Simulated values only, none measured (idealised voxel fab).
Process module name: voxel gate over fins
Cross-section cut: width 300 nm, square cells of 5 nm.
Reading order for cross-sections: top band down to bottom band. Underlying form: a grid of square cells. Band size: one or more rows of cells.
Heads up on the band format: heights come first, top then bottom, in nm. After that it's the materials left to right, each with its width in nm. A single material flagged "throughout" fills the whole band edge to edge, and "air" means there's empty space there.
We count height from 0. Below that, the starting wafer is all one material. The lowest band never ends at the bottom but goes on down; see "0 -> down" for how that is written.
So if you see something like "30..40" for the width, read it as the top row of the band sitting at the first number and the bottom row at the second, with every row in between moving by the same amount as the last.
For the purposes of this document, the phrase "no change" attached to a step denotes that no cell within the cross-section was modified by that step.
Voids not open to the top, 8 cells minimum: see "Enclosed void inventory". Written width x height at distance; distance is from the left edge; nm.
Anything after a step's settings on that line? It's the simulator's own note about the step.
A step line may carry the setting "overlay nm", which, for steps involving a mask, states the distance by which the mask lay to the right of its intended position; negative values denote displacement to the left.

**List of planned process steps**
| 1 | RECEIVE [material Si] |
| 2 | CONFORMAL_DEP [material SiN] [thk nm 10] |
| 3 | PATTERN [tone cover] [mask id FINS] [material resist] [width nm 15] [pitch nm 45] [thk nm 20] [overlay nm 0] |
| 4 | DIRECTIONAL_ETCH [etch materials SiN] [depth nm 10] |
| 5 | DIRECTIONAL_ETCH [etch materials Si] [depth nm 40] |
| 6 | STRIP [etch materials resist] |
| 7 | OXIDIZE [depth nm 5] |
| 8 | FILL_DEP [material SiO2] [thk nm 5] |
| 9 | CMP [height nm 10] |
| 10 | SELECTIVE_ETCH [etch materials SiO2] [depth nm 20] |
| 11 | STRIP [etch materials SiN] |
| 12 | CONFORMAL_DEP [material HfO2] [thk nm 5] |
| 13 | CONFORMAL_DEP [material TiN] [thk nm 5] |
| 14 | CONFORMAL_DEP [material TiAl] [thk nm 5] |
| 15 | CONFORMAL_DEP [material TiN] [thk nm 5] |
| 16 | FILL_DEP [material W] [thk nm 10] |
| 17 | CMP [height nm 25] |
| 18 | CONFORMAL_DEP [material SiN] [thk nm 5] |
The value of width nm given for step 3 in the plan refers to the first wafer; the wafers vary in this setting and are alike at the start.

**The first of several wafers in cross-section, exactly as it reached us after step 1**
0 -> down | Si throughout
Enclosed void inventory: none

**Once step 18, the last step, is complete, the module is at its end; this is the cross-section of the first of several wafers**
30 -> 25 | SiN throughout
25 -> 20 | W throughout
20 -> 15 | W=105 / TiN=90 / W=105
15 -> 10 | W=105 / TiN=5 / TiAl=35 / TiN=10 / TiAl=35 / TiN=5 / W=105
10 -> 5 | TiN=110 / TiAl=5 / TiN=25 / TiAl=5 / TiN=10 / TiAl=5 / TiN=25 / TiAl=5 / TiN=110
5 -> 0 | TiAl=115 / TiN=5 / HfO2=15 / TiN=5 / TiAl=20 / TiN=5 / HfO2=15 / TiN=5 / TiAl=115
0 -> -5 | TiN=120 / HfO2=5 / Si=5 / HfO2=5 / TiN=30 / HfO2=5 / Si=5 / HfO2=5 / TiN=120
-5 -> -10 | HfO2=125 / Si=5 / HfO2=40 / Si=5 / HfO2=125
-10 -> -45 | SiO2=125 / Si=5 / SiO2=40 / Si=5 / SiO2=125
-45 -> down | Si throughout
Enclosed void inventory: none

**End of module: cross-section, last of several wafers**
30 -> 25 | SiN throughout
25 -> 20 | W throughout
20 -> 15 | W=100 / TiN=105 / W=95
15 -> 10 | W=100 / TiN=5 / TiAl=95 / TiN=5 / W=95
10 -> 5 | TiN=105 / TiAl=5 / TiN=40 / TiAl=5 / TiN=40 / TiAl=5 / TiN=100
5 -> 0 | TiAl=110 / TiN=5 / HfO2=30 / TiN=5 / TiAl=5 / TiN=5 / HfO2=30 / TiN=5 / TiAl=105
0 -> -5 | TiN=115 / HfO2=5 / Si=20 / HfO2=5 / TiN=15 / HfO2=5 / Si=20 / HfO2=5 / TiN=110
-5 -> -10 | HfO2=120 / Si=20 / HfO2=25 / Si=20 / HfO2=115
-10 -> -45 | SiO2=120 / Si=20 / SiO2=25 / Si=20 / SiO2=115
-45 -> down | Si throughout
Enclosed void inventory: none

**Per-wafer rows below. For each material: cells gained (+) or lost (-) since the wafer was received, as of end of module. Then: closed voids**
width nm 15 | +68 HfO2 | -522 Si | +60 SiN | +406 SiO2 | +68 TiAl | +136 TiN | +144 W | Enclosed void inventory: none
width nm 20 | +68 HfO2 | -504 Si | +60 SiN | +392 SiO2 | +68 TiAl | +134 TiN | +142 W | Enclosed void inventory: none
width nm 25 | +68 HfO2 | -486 Si | +60 SiN | +378 SiO2 | +68 TiAl | +132 TiN | +140 W | Enclosed void inventory: none
width nm 30 | +68 HfO2 | -468 Si | +60 SiN | +364 SiO2 | +66 TiAl | +132 TiN | +138 W | Enclosed void inventory: none
